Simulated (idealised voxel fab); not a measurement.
process module | voxel gate over fins
cross-section cut | 250 nm wide | cells 5 nm
A cross-section is a grid of square cells, given in bands from the top down. A band is one or more rows of cells.
Each band's line starts with the height of the band's top and of its bottom, in nm. Then come its materials from left to right, each with its width in nm. One material with "throughout" fills the band from edge to edge. "air" is empty space.
Height 0 is the level under which the wafer as received is all one material. The lowest band goes on downwards, as in "0 down".
A width such as "30 to 40" changes by the same amount from each row of cells to the next, from the band's top row to its bottom row.
"no change" after a step means that no cell of the cross-section changed.
closed voids: empty space of 8 cells or more with no open way to the top, each as width x height at its distance from the left edge, in nm
after a step's settings: what the simulator itself notes on the step
overlay nm, on a step with a mask: how far to the right of its planned place the mask lay; to the left if negative
plan
1 op RECEIVE | material Si
2 op CONFORMAL_DEP | material SiN | thk nm 5
3 op MASKED_ETCH | tone cover | mask id FINS | width nm 15 | pitch nm 35 | etch materials SiN | depth nm 5 | overlay nm 0
4 op MASKED_ETCH | tone cover | mask id FINS | width nm 15 | pitch nm 35 | etch materials Si | depth nm 40 | overlay nm 0
5 op FILL_DEP | material SiO2 | thk nm 15
6 op CMP | height nm 5
7 op SELECTIVE_ETCH | etch materials SiO2 | depth nm 15
8 op STRIP | etch materials SiN
9 op CONFORMAL_DEP | material HfO2 | thk nm 5
10 op CONFORMAL_DEP | material TiN | thk nm 5
11 op FILL_DEP | material W | thk nm 10
12 op CMP | height nm 15
13 op CONFORMAL_DEP | material SiN | thk nm 5
first wafer, as planned
as received, after step 1
  0 down: Si throughout
  closed voids: none
after step 2
  5 to 0: SiN throughout
  below 0: unchanged
after step 3
  5 to 0: air 100 | SiN 15 | air 20 | SiN 15 | air 100
  below 0: unchanged
after step 4
  5 to 0: air 100 | SiN 15 | air 20 | SiN 15 | air 100
  0 to -40: air 100 | Si 15 | air 20 | Si 15 | air 100
  below -40: unchanged
after step 5
  20 to 5: SiO2 throughout
  5 to 0: SiO2 100 | SiN 15 | SiO2 20 | SiN 15 | SiO2 100
  0 to -40: SiO2 100 | Si 15 | SiO2 20 | Si 15 | SiO2 100
  below -40: unchanged
after step 6
  5 to 0: SiO2 100 | SiN 15 | SiO2 20 | SiN 15 | SiO2 100
  below 0: unchanged
after step 7
  5 to 0: air 100 | SiN 15 | air 20 | SiN 15 | air 100
  0 to -10: air 100 | Si 15 | air 20 | Si 15 | air 100
  below -10: unchanged
after step 8
  0 to -10: air 100 | Si 15 | air 20 | Si 15 | air 100
  below -10: unchanged
after step 9
  5 to 0: air 95 | HfO2 25 | air 10 | HfO2 25 | air 95
  0 to -5: air 95 | HfO2 5 | Si 15 | HfO2 5 | air 10 | HfO2 5 | Si 15 | HfO2 5 | air 95
  -5 to -10: HfO2 100 | Si 15 | HfO2 20 | Si 15 | HfO2 100
  below -10: unchanged
after step 10
  10 to 5: air 90 | TiN 70 | air 90
  5 to 0: air 90 | TiN 5 | HfO2 25 | TiN 10 | HfO2 25 | TiN 5 | air 90
  0 to -5: TiN 95 | HfO2 5 | Si 15 | HfO2 5 | TiN 10 | HfO2 5 | Si 15 | HfO2 5 | TiN 95
  below -5: unchanged
after step 11
  20 to 10: W throughout
  10 to 5: W 90 | TiN 70 | W 90
  5 to 0: W 90 | TiN 5 | HfO2 25 | TiN 10 | HfO2 25 | TiN 5 | W 90
  below 0: unchanged
after step 12
  15 to 10: W throughout
  below 10: unchanged
after step 13
  20 to 15: SiN throughout
  below 15: unchanged
second wafer: like start, like plan, one mistake. Through step 1 it matches the first wafer
when step 2 should have ended
  5 to 0: TiN throughout
  below 0: unchanged
when step 3 should have ended: no change
when step 4 should have ended: no change
when step 5 should have ended
  20 to 5: SiO2 throughout
  below 5: unchanged
when step 6 should have ended
  5 to 0: TiN throughout
  below 0: unchanged
when step 7 should have ended: no change
when step 8 should have ended: no change
when step 9 should have ended
  10 to 5: HfO2 throughout
  below 5: unchanged
when step 10 should have ended
  15 to 10: TiN throughout
  below 10: unchanged
when step 11 should have ended
  25 to 15: W throughout
  below 15: unchanged
when step 12 should have ended
  15 to 10: TiN throughout
  below 10: unchanged
when step 13 should have ended
  20 to 15: SiN throughout
  below 15: unchanged
what went wrong: step 2 ran as: op CONFORMAL_DEP | material TiN | thk nm 5
at the end the second wafer has, in cells: 8 fewer of HfO2 | 352 more of Si | 264 fewer of SiO2 | 42 more of TiN | 122 fewer of W
